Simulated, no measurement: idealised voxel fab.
The process module that follows is named voxel transistor to metal.
Shown is cross-section cut, with a width of 195 nm and square cells of size 5 nm.
Square cells in a grid make up a cross-section in this document, and the grid is given as bands, listed from the top down, each one or more rows of cells.
It is stipulated that each band's entry specify, in nanometres, the height of the top of the band and then that of its bottom, followed by the materials of the band in left-to-right sequence, each together with its width in nanometres. A single material marked by the word "edge to edge" is understood to fill the band from edge to edge; the word "air" is understood to denote empty space.
Counting heights begins at 0, where everything beneath is, in the wafer as received, one material. The lowest band has no bottom; it goes on downwards, as "from 0 down" shows.
You'd read "30..40" like this: the band's top row of cells is as wide as the first number, its bottom row is as wide as the second, and going down, every row changes width by the same amount as the row before did.
"no alteration" (step): cross-section cells unchanged, all of them.
"Voids lacking openings" specifies each empty space that is not open to the top and that occupies no fewer than 8 cells, using the form width x height at distance, the distance measured from the left edge and all three quantities in nm.
Heads up: the bit after the settings on a step's line is the simulator's remark on that step.
overlay nm: how far to the right of its planned place the mask lay on this masked step (negative: to the left).

Intended process steps:
1) RECEIVE [material Si]
2) CONFORMAL_DEP [material SiO2] [thk nm 5]
3) CONFORMAL_DEP [material SiN] [thk nm 10]
4) PATTERN [tone cover] [mask id ACTIVE] [material resist] [width nm 110] [thk nm 20] [overlay nm 0]
5) DIRECTIONAL_ETCH [etch materials SiN] [depth nm 10]
6) DIRECTIONAL_ETCH [etch materials SiO2] [depth nm 5]
7) DIRECTIONAL_ETCH [etch materials Si] [depth nm 20]
8) STRIP [etch materials resist]
9) FILL_DEP [material SiO2] [thk nm 5]
10) CMP [height nm 15]
11) SELECTIVE_ETCH [etch materials SiO2] [depth nm 5]
12) STRIP [etch materials SiN]
13) SELECTIVE_ETCH [etch materials SiO2] [depth nm 5]
14) OXIDIZE [depth nm 5]
15) DIRECTIONAL_DEP [material polySi] [thk nm 20]
16) DIRECTIONAL_DEP [material SiCN] [thk nm 15]
17) MASKED_ETCH [tone cover] [mask id GATE] [width nm 30] [etch materials SiCN] [depth nm 25] [overlay nm 0]
18) MASKED_ETCH [tone cover] [mask id GATE] [width nm 30] [etch materials polySi] [depth nm 30] [overlay nm 0]
19) CONFORMAL_DEP [material SiN] [thk nm 5]
20) DIRECTIONAL_ETCH [etch materials SiN] [depth nm 5]
21) DIRECTIONAL_ETCH [etch materials SiO2] [depth nm 5]
22) EPI [material nSi] [thk nm 5]
23) FILL_DEP [material SiO2] [thk nm 10]
24) CMP [height nm 20]
25) STRIP [etch materials polySi]
26) SELECTIVE_ETCH [etch materials SiO2] [depth nm 5]
27) CONFORMAL_DEP [material HfO2] [thk nm 5]
28) CONFORMAL_DEP [material TiN] [thk nm 5]
29) FILL_DEP [material W] [thk nm 5]
30) CMP [height nm 15]
31) DIRECTIONAL_DEP [material SiO2] [thk nm 15]
32) DIRECTIONAL_DEP [material aC] [thk nm 15]
33) PATTERN [tone open] [mask id CONTACT] [material resist] [width nm 15] [pitch nm 75] [thk nm 35] [overlay nm 0]
34) DIRECTIONAL_ETCH [etch materials aC] [depth nm 15]
35) STRIP [etch materials resist]
36) DIRECTIONAL_ETCH [etch materials SiO2] [depth nm 30]
37) STRIP [etch materials aC]
38) CONFORMAL_DEP [material TiN] [thk nm 5]
39) FILL_DEP [material Ru] [thk nm 10]
40) CMP [height nm 30]
41) DIRECTIONAL_DEP [material TiN] [thk nm 5]
42) DIRECTIONAL_DEP [material Ru] [thk nm 20]
43) MASKED_ETCH [tone cover] [mask id METAL_1] [width nm 15] [pitch nm 75] [etch materials Ru] [depth nm 20] [overlay nm 0]
44) MASKED_ETCH [tone cover] [mask id METAL_1] [width nm 15] [pitch nm 75] [etch materials TiN] [depth nm 5] [overlay nm 0]
45) FILL_DEP [material lowk] [thk nm 5]
46) CMP [height nm 55]
47) CONFORMAL_DEP [material SiCN] [thk nm 5]
48) DIRECTIONAL_DEP [material lowk] [thk nm 35]
49) DIRECTIONAL_DEP [material aC] [thk nm 15]
50) PATTERN [tone open] [mask id METAL_2] [material resist] [width nm 15] [pitch nm 75] [thk nm 35] [overlay nm 0]
51) DIRECTIONAL_ETCH [etch materials aC] [depth nm 15]
52) STRIP [etch materials resist]
53) DIRECTIONAL_ETCH [etch materials lowk] [depth nm 20]
54) STRIP [etch materials aC]
55) DIRECTIONAL_DEP [material aC] [thk nm 15]
56) PATTERN [tone open] [mask id METAL_2_HOLES] [material resist] [width nm 15] [pitch nm 75] [thk nm 35] [overlay nm 0]
57) DIRECTIONAL_ETCH [etch materials aC] [depth nm 15]
58) STRIP [etch materials resist]
59) DIRECTIONAL_ETCH [etch materials lowk] [depth nm 15]
60) DIRECTIONAL_ETCH [etch materials SiCN] [depth nm 5]
61) STRIP [etch materials aC]
62) CONFORMAL_DEP [material TiN] [thk nm 5]
63) FILL_DEP [material Ru] [thk nm 5]
64) CMP [height nm 95]
65) CONFORMAL_DEP [material SiN] [thk nm 5]

So this is the incoming wafer in cross-section - it's already been through step 1:
  from 0 down: Si edge to edge
  Voids lacking openings: none

Cross-sectional result after module completion. Note: starting condition and plan are unchanged from above; one processing mistake was made:
  from 100 to 95: SiN edge to edge
  from 95 to 60: 50 of lowk, 5 of TiN, 5 of Ru, 5 of TiN, 60 of lowk, 5 of TiN, 5 of Ru, 5 of TiN, 55 of lowk
  from 60 to 55: 50 of SiCN, 15 of TiN, 60 of SiCN, 15 of TiN, 55 of SiCN
  from 55 to 35: 50 of lowk, 15 of Ru, 60 of lowk, 15 of Ru, 55 of lowk
  from 35 to 30: 50 of lowk, 15 of TiN, 60 of lowk, 15 of TiN, 55 of lowk
  from 30 to 15: 50 of SiO2, 5 of TiN, 5 of Ru, 5 of TiN, 60 of SiO2, 5 of TiN, 5 of Ru, 5 of TiN, 55 of SiO2
  from 15 to 5: 50 of SiO2, 5 of TiN, 5 of Ru, 5 of TiN, 10 of SiO2, 5 of SiN, 5 of HfO2, 5 of TiN, 10 of W, 5 of TiN, 5 of HfO2, 5 of SiN, 10 of SiO2, 5 of TiN, 5 of Ru, 5 of TiN, 55 of SiO2
  from 5 to 0: 30 of SiO2, 5 of SiN, 15 of SiO2, 15 of TiN, 10 of SiO2, 5 of SiN, 5 of HfO2, 20 of TiN, 5 of HfO2, 5 of SiN, 10 of SiO2, 15 of TiN, 15 of SiO2, 5 of SiN, 35 of SiO2
  from 0 to -5: 30 of SiO2, 10 of SiN, 35 of nSi, 40 of HfO2, 35 of nSi, 10 of SiN, 35 of SiO2
  from -5 to -10: 45 of SiO2, 100 of Si, 50 of SiO2
  from -10 to -20: 40 of SiO2, 110 of Si, 45 of SiO2
  from -20 down: Si edge to edge
  Voids lacking openings: none
In executing the process, a mistake was made relative to the plan: the executed order of steps 11 and 12 is the reverse of that specified in the plan, each step having taken the other's position
